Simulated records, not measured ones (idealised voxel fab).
Proc. module: voxel self aligned contacts
We display cut, a cross-section 260 nm in width whose square cells are each 5 nm.
If you're reading a cross-section in this doc, picture square cells in a grid; it comes to you as bands, top ones listed first down to the bottom, and a band can be one or more rows of cells. What a band's entry tells you: where the top is and where the bottom is, as heights in nm, and after that what lies inside, material by material from left to right, each with its width in nm. Empty space is written as the word "blank", and a single material marked with the word "full width" occupies the band from edge to edge. It should be noted that heights are counted from 0, beneath which the wafer as supplied is of one material throughout, and that the lowest band possesses no lower boundary but continues downward, as written in "0 and below". A two-number width, for instance "30 to 40", indicates that the width is equal to the first number in the top row of the band and to the second number in the bottom row, and that it changes by a constant amount per row of cells. For the purposes of this document, the phrase "remains unaltered" attached to a step denotes that no cell within the cross-section was modified by that step. "Sealed internal cavities": empty spaces of 8 cells or more with no open way to the top, each given as width x height at distance, distance from the left edge, all in nm. Read whatever lies past the settings on a step's line as the simulator's own remark about the step. overlay nm: how far to the right of its planned place the mask lay on this masked step (negative: to the left).
So here's the lineup of process steps we planned:
step 1: op RECEIVE | material Si
step 2: op CONFORMAL_DEP | material SiO2 | thk nm 5
step 3: op DIRECTIONAL_DEP | material polySi | thk nm 30
step 4: op DIRECTIONAL_DEP | material SiN | thk nm 20
step 5: op DIRECTIONAL_DEP | material aC | thk nm 15
step 6: op PATTERN | tone cover | mask id GATE | material resist | width nm 25 | pitch nm 55 | thk nm 35 | overlay nm -15
step 7: op DIRECTIONAL_ETCH | etch materials aC | depth nm 15
step 8: op STRIP | etch materials resist
step 9: op DIRECTIONAL_ETCH | etch materials SiN | depth nm 20
step 10: op DIRECTIONAL_ETCH | etch materials polySi | depth nm 30
step 11: op STRIP | etch materials aC
step 12: op CONFORMAL_DEP | material SiN | thk nm 5
step 13: op DIRECTIONAL_ETCH | etch materials SiN | depth nm 5
step 14: op FILL_DEP | material SiO2 | thk nm 20
step 15: op CMP | height nm 65
step 16: op DIRECTIONAL_DEP | material aC | thk nm 10
step 17: op PATTERN | tone open | mask id CONTACT | material resist | width nm 40 | thk nm 25 | overlay nm 0
step 18: op DIRECTIONAL_ETCH | etch materials aC | depth nm 10
step 19: op STRIP | etch materials resist
step 20: op DIRECTIONAL_ETCH | etch materials SiO2 | depth nm 65
step 21: op STRIP | etch materials aC
step 22: op CONFORMAL_DEP | material TiN | thk nm 5
step 23: op FILL_DEP | material W | thk nm 5
step 24: op CMP | height nm 65
step 25: op CONFORMAL_DEP | material SiCN | thk nm 5
Heads up: all these wafers start the same, and what changes between them is the overlay nm in step 6. The value you see in the plan is just what the first wafer got.
Cross-sectional view of the first of several wafers in the as-received condition, corresponding to the state following step 1:
0 and below  Si full width
Sealed internal cavities: none
Rows = wafers. At module end, each row lists per material the cells gained (+) or lost (-) since the wafer was received, then the closed voids:
overlay nm -15; +52 SiCN; +80 SiN; +487 SiO2; +32 TiN; +17 W; +60 polySi; Sealed internal cavities: none
overlay nm -10; +52 SiCN; +80 SiN; +476 SiO2; +32 TiN; +28 W; +60 polySi; Sealed internal cavities: none
overlay nm -5; +52 SiCN; +80 SiN; +476 SiO2; +32 TiN; +28 W; +60 polySi; Sealed internal cavities: none
overlay nm 0; +52 SiCN; +80 SiN; +476 SiO2; +32 TiN; +28 W; +60 polySi; Sealed internal cavities: none
overlay nm 5; +52 SiCN; +80 SiN; +476 SiO2; +32 TiN; +28 W; +60 polySi; Sealed internal cavities: none
overlay nm 10; +52 SiCN; +80 SiN; +476 SiO2; +32 TiN; +28 W; +60 polySi; Sealed internal cavities: none
overlay nm 15; +52 SiCN; +80 SiN; +487 SiO2; +32 TiN; +17 W; +60 polySi; Sealed internal cavities: none
